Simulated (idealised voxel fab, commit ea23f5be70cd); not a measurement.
The name of this process module is voxel wiring stack.
Pictured: cross-section cut, 265 nm wide, on a grid of 5 nm square cells.
Notation: cross-section as square-cell grid; stated in bands, top first, going down; one or more cell rows per band. Quick guide to a band line: top height, bottom height (nm) up front; then every material left to right with its width in nm. Only one material and it's marked "full width"? Then it fills the band edge to edge. And "blank" just means empty space. For the purposes of this specification, 0 denotes the height below which the wafer in its as-received condition is composed wholly of one material, and the lowermost band, lacking a lower limit, extends downward without end, as expressed in "z 0 and below". Per-row width for "30->40": begins at first number (top row of band), ends at second number (bottom row), increment between rows held constant. Take "nothing altered" at face value: in the step it is given for, the cross-section changed in none of its cells. Heads up: "closed voids" only lists the empty pockets with no open path to the top that are 8 cells or more, and it writes them as width x height at distance, distance from the left edge, in nm. Text after the settings on a step's line: the simulator's own remark on that step. Regarding "overlay nm": on a step with a mask, it is the distance the mask lay to the right of its planned place; a negative value places it to the left.
Steps in the process plan
- 1: RECEIVE (material Si)
- 2: CONFORMAL_DEP (material SiO2; thk nm 15)
- 3: CONFORMAL_DEP (material SiN; thk nm 5)
- 4: DIRECTIONAL_DEP (material lowk; thk nm 25)
- 5: DIRECTIONAL_DEP (material aC; thk nm 10)
- 6: PATTERN (tone open; mask id METAL_1; material resist; width nm 25; pitch nm 45; thk nm 25; overlay nm 0)
- 7: DIRECTIONAL_ETCH (etch materials aC; depth nm 10)
- 8: STRIP (etch materials resist)
- 9: DIRECTIONAL_ETCH (etch materials lowk; depth nm 25)
- 10: DIRECTIONAL_ETCH (etch materials SiN; depth nm 5)
- 11: STRIP (etch materials aC)
- 12: CONFORMAL_DEP (material TiN; thk nm 5)
- 13: FILL_DEP (material Cu; thk nm 10)
- 14: CMP (height nm 45)
- 15: CONFORMAL_DEP (material SiCN; thk nm 5)
- 16: DIRECTIONAL_DEP (material SiO2; thk nm 10)
- 17: DIRECTIONAL_DEP (material aC; thk nm 10)
- 18: PATTERN (tone open; mask id PLUG_1; material resist; width nm 15; thk nm 25; overlay nm 0)
- 19: DIRECTIONAL_ETCH (etch materials aC; depth nm 10)
- 20: STRIP (etch materials resist)
- 21: DIRECTIONAL_ETCH (etch materials SiO2; depth nm 10)
- 22: DIRECTIONAL_ETCH (etch materials SiCN; depth nm 5)
- 23: STRIP (etch materials aC)
- 24: CONFORMAL_DEP (material TiN; thk nm 5)
- 25: FILL_DEP (material Ru; thk nm 10)
- 26: CMP (height nm 60)
- 27: CONFORMAL_DEP (material SiN; thk nm 5)
- 28: DIRECTIONAL_DEP (material SiO2; thk nm 15)
- 29: MASKED_ETCH (tone open; mask id METAL_2; width nm 25; pitch nm 45; etch materials SiO2; depth nm 15; overlay nm 0)
- 30: MASKED_ETCH (tone open; mask id METAL_2; width nm 25; pitch nm 45; etch materials SiN; depth nm 5; overlay nm 0)
- 31: CONFORMAL_DEP (material TiN; thk nm 5)
- 32: FILL_DEP (material W; thk nm 10)
- 33: CMP (height nm 80)
- 34: CONFORMAL_DEP (material SiCN; thk nm 5)
- 35: DIRECTIONAL_DEP (material lowk; thk nm 20)
- 36: MASKED_ETCH (tone open; mask id PLUG_2; width nm 15; pitch nm 45; etch materials lowk; depth nm 20; overlay nm 0)
- 37: MASKED_ETCH (tone open; mask id PLUG_2; width nm 15; pitch nm 45; etch materials SiCN; depth nm 5; overlay nm 0)
- 38: CONFORMAL_DEP (material TiN; thk nm 5)
- 39: FILL_DEP (material W; thk nm 10)
- 40: CMP (height nm 105)
- 41: CONFORMAL_DEP (material SiN; thk nm 5)
- 42: DIRECTIONAL_DEP (material SiO2; thk nm 20)
- 43: DIRECTIONAL_DEP (material aC; thk nm 15)
- 44: PATTERN (tone open; mask id METAL_3; material resist; width nm 25; pitch nm 45; thk nm 30; overlay nm 0)
- 45: DIRECTIONAL_ETCH (etch materials aC; depth nm 15)
- 46: STRIP (etch materials resist)
- 47: DIRECTIONAL_ETCH (etch materials SiO2; depth nm 20)
- 48: DIRECTIONAL_ETCH (etch materials SiN; depth nm 5)
- 49: STRIP (etch materials aC)
- 50: CONFORMAL_DEP (material TiN; thk nm 5)
- 51: FILL_DEP (material W; thk nm 10)
- 52: CMP (height nm 130)
- 53: EPI (material Ru; thk nm 5)
- 54: FILL_DEP (material SiCN; thk nm 5)
This is the cross-section of the wafer as we received it, i.e. after step 1
    z 0 and below  Si full width
    closed voids: none
Cross-section, first of two wafers, end of module, run as planned
    z 140 to 135  SiCN full width
    z 135 to 130  SiCN (90); Ru (35); SiCN (10); Ru (35); SiCN (95)
    z 130 to 110  SiO2 (95); TiN (5); W (15); TiN (5); SiO2 (20); TiN (5); W (15); TiN (5); SiO2 (100)
    z 110 to 105  SiN (95); TiN (25); SiN (20); TiN (25); SiN (100)
    z 105 to 85  lowk (95); TiN (5); W (5); TiN (5); lowk (30); TiN (5); W (5); TiN (5); lowk (110)
    z 85 to 80  SiCN (95); TiN (15); SiCN (30); TiN (15); SiCN (110)
    z 80 to 65  SiO2 (95); TiN (5); W (15); TiN (5); SiO2 (20); TiN (5); W (15); TiN (5); SiO2 (100)
    z 65 to 60  SiN (95); TiN (25); SiN (20); TiN (25); SiN (100)
    z 60 to 50  SiO2 (95); TiN (5); Ru (5); TiN (5); SiO2 (155)
    z 50 to 45  SiCN (95); TiN (15); SiCN (155)
    z 45 to 20  lowk (95); TiN (5); Cu (15); TiN (5); lowk (20); TiN (5); Cu (15); TiN (5); lowk (100)
    z 20 to 15  SiN (95); TiN (25); SiN (20); TiN (25); SiN (100)
    z 15 to 0  SiO2 full width
    z 0 and below  Si full width
    closed voids: none
Second wafer of the two, sectioned at the end of the module. It began like the first and followed the same plan, but one mistake was made while running it
    z 140 to 135  SiCN full width
    z 135 to 130  SiCN (90); Ru (35); SiCN (10); Ru (35); SiCN (95)
    z 130 to 110  SiO2 (95); TiN (5); W (15); TiN (5); SiO2 (20); TiN (5); W (15); TiN (5); SiO2 (100)
    z 110 to 105  SiN (95); TiN (25); SiN (20); TiN (25); SiN (100)
    z 105 to 90  lowk (105); TiN (5); W (5); TiN (5); lowk (30); TiN (5); W (5); TiN (5); lowk (100)
    z 90 to 85  lowk (105); TiN (15); lowk (30); TiN (15); lowk (100)
    z 85 to 80  SiCN (105); TiN (5); SiCN (40); TiN (5); SiCN (110)
    z 80 to 65  SiO2 (95); TiN (5); W (15); TiN (5); SiO2 (20); TiN (5); W (15); TiN (5); SiO2 (100)
    z 65 to 60  SiN (95); TiN (25); SiN (20); TiN (25); SiN (100)
    z 60 to 50  SiO2 (95); TiN (5); Ru (5); TiN (5); SiO2 (155)
    z 50 to 45  SiCN (95); TiN (15); SiCN (155)
    z 45 to 20  lowk (95); TiN (5); Cu (15); TiN (5); lowk (20); TiN (5); Cu (15); TiN (5); lowk (100)
    z 20 to 15  SiN (95); TiN (25); SiN (20); TiN (25); SiN (100)
    z 15 to 0  SiO2 full width
    z 0 and below  Si full width
    closed voids: none
It is concluded that the wafer was processed incorrectly with respect to the plan, in that step 36 ran as: MASKED_ETCH (tone open; mask id PLUG_2; width nm 15; pitch nm 45; etch materials lowk; depth nm 20; overlay nm 10)
Final comparison by cell count, materials where the second wafer has more or fewer than the first: +4 SiCN, -2 TiN, -2 W
